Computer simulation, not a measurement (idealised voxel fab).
Name of the process module below: voxel quadruple lines
205 nm wide, 5 nm square cells: that's cross-section cut.
Heads up, the way a cross-section reads in here is a grid of square cells, handed over as bands from the top down, with every band being one or more rows of cells.
For a band, the entry starts with two heights in nm, that of the top and then that of the bottom, and carries on with the band's materials in order from left to right, each alongside its width in nm; the word "everywhere" beside a single material means it fills the band edge to edge, and "blank" means empty space.
Convention: height 0 is the level below which the wafer, as received, is all one material. The lowest band does not terminate at the bottom but continues downward, represented as "from 0 down".
Graded width ("30..40"): value in top row of band = first number; value in bottom row = second number; row-to-row change constant.
Take "changes: none" at face value: in the step it is given for, the cross-section changed in none of its cells.
"Tabulated closed voids" specifies each empty space that is not open to the top and that occupies no fewer than 8 cells, using the form width x height at distance, the distance measured from the left edge and all three quantities in nm.
Text after the settings on a step's line: the simulator's own remark on that step.
overlay nm: on a step with a mask, how far right of its planned place the mask lay; negative means left.

-- These are the steps we planned for the process
1 RECEIVE with material Si
2 CONFORMAL_DEP with material SiO2, thk nm 10
3 DIRECTIONAL_DEP with material TiN, thk nm 15
4 DIRECTIONAL_DEP with material polySi, thk nm 20
5 DIRECTIONAL_DEP with material aC, thk nm 25
6 PATTERN with tone cover, mask id MANDREL, material resist, width nm 20, thk nm 30, overlay nm -15
7 DIRECTIONAL_ETCH with etch materials aC, depth nm 25
8 STRIP with etch materials resist
9 CONFORMAL_DEP with material SiO2, thk nm 10
10 DIRECTIONAL_ETCH with etch materials SiO2, depth nm 10
11 STRIP with etch materials aC
12 DIRECTIONAL_ETCH with etch materials polySi, depth nm 20
13 STRIP with etch materials SiO2
14 CONFORMAL_DEP with material SiN, thk nm 5
15 DIRECTIONAL_ETCH with etch materials SiN, depth nm 5
16 STRIP with etch materials polySi
17 DIRECTIONAL_ETCH with etch materials TiN, depth nm 15
18 STRIP with etch materials SiN
The plan shows the overlay nm of step 6 as the first wafer had it; this setting differs between the wafers, which start out alike.

-- Received condition of the first of several wafers, sectioned: post-step 1
	from 0 down = Si everywhere
	Tabulated closed voids: none

-- Heads up, this table goes wafer by wafer. A row tells you, at the end of the module, how many cells of each material that wafer has put on (+) or dropped (-) since it was received, and then its closed voids
overlay nm -15; +82 SiO2; +12 TiN; Tabulated closed voids: none
overlay nm -10; +82 SiO2; +12 TiN; Tabulated closed voids: none
overlay nm -5; +82 SiO2; +12 TiN; Tabulated closed voids: none
overlay nm 0; +82 SiO2; +12 TiN; Tabulated closed voids: none
overlay nm 5; +82 SiO2; +12 TiN; Tabulated closed voids: none
overlay nm 10; +82 SiO2; +12 TiN; Tabulated closed voids: none
overlay nm 15; +82 SiO2; +12 TiN; Tabulated closed voids: none
